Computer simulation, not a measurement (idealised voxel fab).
process module | voxel air gaps
cross-section cut | 285 nm wide | cells 5 nm
A cross-section is a grid of square cells, given in bands from the top down. A band is one or more rows of cells.
Each band's line starts with the height of the band's top and of its bottom, in nm. Then come its materials from left to right, each with its width in nm. One material with "throughout" fills the band from edge to edge. "air" is empty space.
Height 0 is the level under which the wafer as received is all one material. The lowest band goes on downwards, as in "0 down".
A width such as "30 to 40" changes by the same amount from each row of cells to the next, from the band's top row to its bottom row.
"no change" after a step means that no cell of the cross-section changed.
closed voids: empty space of 8 cells or more with no open way to the top, each as width x height at its distance from the left edge, in nm
after a step's settings: what the simulator itself notes on the step
overlay nm, on a step with a mask: how far to the right of its planned place the mask lay; to the left if negative
plan
1 op RECEIVE | material Si
2 op CONFORMAL_DEP | material SiO2 | thk nm 10
3 op CONFORMAL_DEP | material SiN | thk nm 5
4 op DIRECTIONAL_DEP | material SiO2 | thk nm 40
5 op DIRECTIONAL_DEP | material aC | thk nm 10
6 op PATTERN | tone open | mask id LINES | material resist | width nm 25 | pitch nm 50 | thk nm 30 | overlay nm 0
7 op DIRECTIONAL_ETCH | etch materials aC | depth nm 10
8 op STRIP | etch materials resist
9 op DIRECTIONAL_ETCH | etch materials SiO2 | depth nm 40
10 op STRIP | etch materials aC
11 op CONFORMAL_DEP | material TiN | thk nm 5
12 op FILL_DEP | material W | thk nm 10
13 op CMP | height nm 55
14 op EPI | material Ru | thk nm 10
15 op SELECTIVE_ETCH | etch materials SiO2 | depth nm 50
16 op CONFORMAL_DEP | material SiN | thk nm 5
as received, after step 1
  0 down: Si throughout
  closed voids: none
first wafer at the end, as planned
  70 to 65: air 65 | SiN 155 | air 65
  65 to 55: air 65 | SiN 5 | Ru 45 | SiN 5 | Ru 45 | SiN 5 | Ru 45 | SiN 5 | air 65
  55 to 50: air 65 | SiN 15 | TiN 5 | W 15 | TiN 5 | SiN 25 | TiN 5 | W 15 | TiN 5 | SiN 25 | TiN 5 | W 15 | TiN 5 | SiN 15 | air 65
  50 to 20: air 75 | SiN 5 | TiN 5 | W 15 | TiN 5 | SiN 5 | air 15 | SiN 5 | TiN 5 | W 15 | TiN 5 | SiN 5 | air 15 | SiN 5 | TiN 5 | W 15 | TiN 5 | SiN 5 | air 75
  20 to 15: SiN 80 | TiN 25 | SiN 25 | TiN 25 | SiN 25 | TiN 25 | SiN 80
  15 to 10: SiN throughout
  10 to 0: SiO2 throughout
  0 down: Si throughout
  closed voids: 15 x 30 at 110; 15 x 30 at 160
second wafer at the end: like start, like plan, one mistake
  70 to 65: air 65 | SiN 155 | air 65
  65 to 55: air 65 | SiN 5 | Ru 45 | SiN 5 | Ru 45 | SiN 5 | Ru 45 | SiN 5 | air 65
  55 to 50: air 65 | SiN 15 | TiN 5 | W 15 | TiN 5 | SiN 25 | TiN 5 | W 15 | TiN 5 | SiN 25 | TiN 5 | W 15 | TiN 5 | SiN 15 | air 65
  50 to 20: air 75 | SiN 5 | TiN 5 | W 15 | TiN 5 | SiN 5 | air 15 | SiN 5 | TiN 5 | W 15 | TiN 5 | SiN 5 | air 15 | SiN 5 | TiN 5 | W 15 | TiN 5 | SiN 5 | air 75
  20 to 15: air 75 | SiN 5 | TiN 25 | SiN 5 | air 15 | SiN 5 | TiN 25 | SiN 5 | air 15 | SiN 5 | TiN 25 | SiN 5 | air 75
  15 to 10: air 75 | SiN 15 | SiO2 5 | SiN 15 | air 15 | SiN 15 | SiO2 5 | SiN 15 | air 15 | SiN 15 | SiO2 5 | SiN 15 | air 75
  10 to 5: SiN 90 | SiO2 5 | SiN 45 | SiO2 5 | SiN 45 | SiO2 5 | SiN 90
  5 to 0: SiO2 throughout
  0 down: Si throughout
  closed voids: 15 x 40 at 110; 15 x 40 at 160
what went wrong: step 3 ran as: op CONFORMAL_DEP | material SiO2 | thk nm 5
at the end the second wafer has, in cells: 21 fewer of SiN | 51 fewer of SiO2
